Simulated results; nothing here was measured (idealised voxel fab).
Documented hereafter: the process module known as voxel air gaps.
Each square cell in cross-section cut measures 5 nm, and the section as a whole is 235 nm wide.
Think of the cross-section as a grid of square cells. We describe it in bands, top to bottom, and each band covers one or more rows of those cells.
A band entry consists of two parts. The first gives the height of the band's top and the height of its bottom, in nm. The rest lists the band's materials from left to right, each with its width in nm. A single material labelled with the word "full width" fills the band from edge to edge, and the word "air" marks empty space.
Heights are reckoned from 0. Under this level, the received wafer is all of one material. The bottommost band is open-ended downward, for example "0 and below".
The width entry "30->40" should be interpreted row by row: the top row of cells in the band takes the first number, the bottom row takes the second number, and the change between adjacent rows is uniform throughout.
The designation "nothing was modified", where it is given for a processing step, indicates that no cell of the cross-section was altered in the course of that step.
The entry titled "Enclosed void catalog" provides the empty spaces that have no open way to the top, restricted to those of 8 cells or more. Each is presented as width x height at distance, the distance being measured from the left edge, with all three in nm.
Step line, after settings: the simulator's comment on this step.
"overlay nm" on a masked step: distance the mask lay right of its planned place, negative for left.
These are the steps we planned for the process:
1 RECEIVE,material Si
2 CONFORMAL_DEP,material SiO2,thk nm 10
3 CONFORMAL_DEP,material SiN,thk nm 5
4 DIRECTIONAL_DEP,material SiO2,thk nm 40
5 MASKED_ETCH,tone open,mask id LINES,width nm 25,pitch nm 55,etch materials SiO2,depth nm 40,overlay nm 0
6 CONFORMAL_DEP,material TiN,thk nm 5
7 FILL_DEP,material Ru,thk nm 5
8 CMP,height nm 55
9 EPI,material Ru,thk nm 10
10 SELECTIVE_ETCH,etch materials SiO2,depth nm 50
11 CONFORMAL_DEP,material SiCN,thk nm 5
The first wafer of two, processed as planned:
Incoming wafer, cross-sectional view, post step 1:
0 and below  Si full width
Enclosed void catalog: none
The following cross-section depicts the wafer upon completion of step 2:
10 down to 0  SiO2 full width
Below 0, the layers are the same as they were.
The following cross-section depicts the wafer upon completion of step 3:
15 down to 10  SiN full width
Below 10, the layers are the same as they were.
The following cross-section depicts the wafer upon completion of step 4:
55 down to 15  SiO2 full width
Below 15, the layers are the same as they were.
The following cross-section depicts the wafer upon completion of step 5:
55 down to 15  20 of SiO2 / 25 of air / 30 of SiO2 / 25 of air / 30 of SiO2 / 25 of air / 30 of SiO2 / 25 of air / 25 of SiO2
Below 15, the layers are the same as they were.
The following cross-section depicts the wafer upon completion of step 6:
60 down to 55  25 of TiN / 15 of air / 40 of TiN / 15 of air / 40 of TiN / 15 of air / 40 of TiN / 15 of air / 30 of TiN
55 down to 20  20 of SiO2 / 5 of TiN / 15 of air / 5 of TiN / 30 of SiO2 / 5 of TiN / 15 of air / 5 of TiN / 30 of SiO2 / 5 of TiN / 15 of air / 5 of TiN / 30 of SiO2 / 5 of TiN / 15 of air / 5 of TiN / 25 of SiO2
20 down to 15  20 of SiO2 / 25 of TiN / 30 of SiO2 / 25 of TiN / 30 of SiO2 / 25 of TiN / 30 of SiO2 / 25 of TiN / 25 of SiO2
Below 15, the layers are the same as they were.
The following cross-section depicts the wafer upon completion of step 7:
65 down to 60  Ru full width
60 down to 55  25 of TiN / 15 of Ru / 40 of TiN / 15 of Ru / 40 of TiN / 15 of Ru / 40 of TiN / 15 of Ru / 30 of TiN
55 down to 20  20 of SiO2 / 5 of TiN / 15 of Ru / 5 of TiN / 30 of SiO2 / 5 of TiN / 15 of Ru / 5 of TiN / 30 of SiO2 / 5 of TiN / 15 of Ru / 5 of TiN / 30 of SiO2 / 5 of TiN / 15 of Ru / 5 of TiN / 25 of SiO2
Below 20, the layers are the same as they were.
The following cross-section depicts the wafer upon completion of step 8:
55 down to 20  20 of SiO2 / 5 of TiN / 15 of Ru / 5 of TiN / 30 of SiO2 / 5 of TiN / 15 of Ru / 5 of TiN / 30 of SiO2 / 5 of TiN / 15 of Ru / 5 of TiN / 30 of SiO2 / 5 of TiN / 15 of Ru / 5 of TiN / 25 of SiO2
Below 20, the layers are the same as they were.
The following cross-section depicts the wafer upon completion of step 9:
65 down to 55  10 of air / 45 of Ru / 10 of air / 45 of Ru / 10 of air / 45 of Ru / 10 of air / 45 of Ru / 15 of air
Below 55, the layers are the same as they were.
The following cross-section depicts the wafer upon completion of step 10:
65 down to 55  10 of air / 45 of Ru / 10 of air / 45 of Ru / 10 of air / 45 of Ru / 10 of air / 45 of Ru / 15 of air
55 down to 20  20 of air / 5 of TiN / 15 of Ru / 5 of TiN / 30 of air / 5 of TiN / 15 of Ru / 5 of TiN / 30 of air / 5 of TiN / 15 of Ru / 5 of TiN / 30 of air / 5 of TiN / 15 of Ru / 5 of TiN / 25 of air
20 down to 15  20 of air / 25 of TiN / 30 of air / 25 of TiN / 30 of air / 25 of TiN / 30 of air / 25 of TiN / 25 of air
Below 15, the layers are the same as they were.
The following cross-section depicts the wafer upon completion of step 11:
70 down to 65  5 of air / 220 of SiCN / 10 of air
65 down to 55  5 of air / 5 of SiCN / 45 of Ru / 10 of SiCN / 45 of Ru / 10 of SiCN / 45 of Ru / 10 of SiCN / 45 of Ru / 5 of SiCN / 10 of air
55 down to 50  5 of air / 15 of SiCN / 5 of TiN / 15 of Ru / 5 of TiN / 30 of SiCN / 5 of TiN / 15 of Ru / 5 of TiN / 30 of SiCN / 5 of TiN / 15 of Ru / 5 of TiN / 30 of SiCN / 5 of TiN / 15 of Ru / 5 of TiN / 15 of SiCN / 10 of air
50 down to 20  15 of air / 5 of SiCN / 5 of TiN / 15 of Ru / 5 of TiN / 5 of SiCN / 20 of air / 5 of SiCN / 5 of TiN / 15 of Ru / 5 of TiN / 5 of SiCN / 20 of air / 5 of SiCN / 5 of TiN / 15 of Ru / 5 of TiN / 5 of SiCN / 20 of air / 5 of SiCN / 5 of TiN / 15 of Ru / 5 of TiN / 5 of SiCN / 20 of air
20 down to 15  20 of SiCN / 25 of TiN / 30 of SiCN / 25 of TiN / 30 of SiCN / 25 of TiN / 30 of SiCN / 25 of TiN / 25 of SiCN
Below 15, the layers are the same as they were.
Enclosed void catalog: 20 x 30 at 50; 20 x 30 at 105; 20 x 30 at 160
The Second Wafer: Common Origin and Plan, One Mistake in Execution, Identical to the First Through Step 10:
Second wafer, sectioned view, at step 11's planned end time: nothing was modified
It is concluded that the wafer was processed incorrectly with respect to the plan, in that yeah, step 11 of the plan got skipped, never ran
Wrapping up, a cell-based count of both wafers puts the second over or under the first for these materials: -159 SiCN
Closed void count at end of process - first wafer: 3; second wafer: 0.
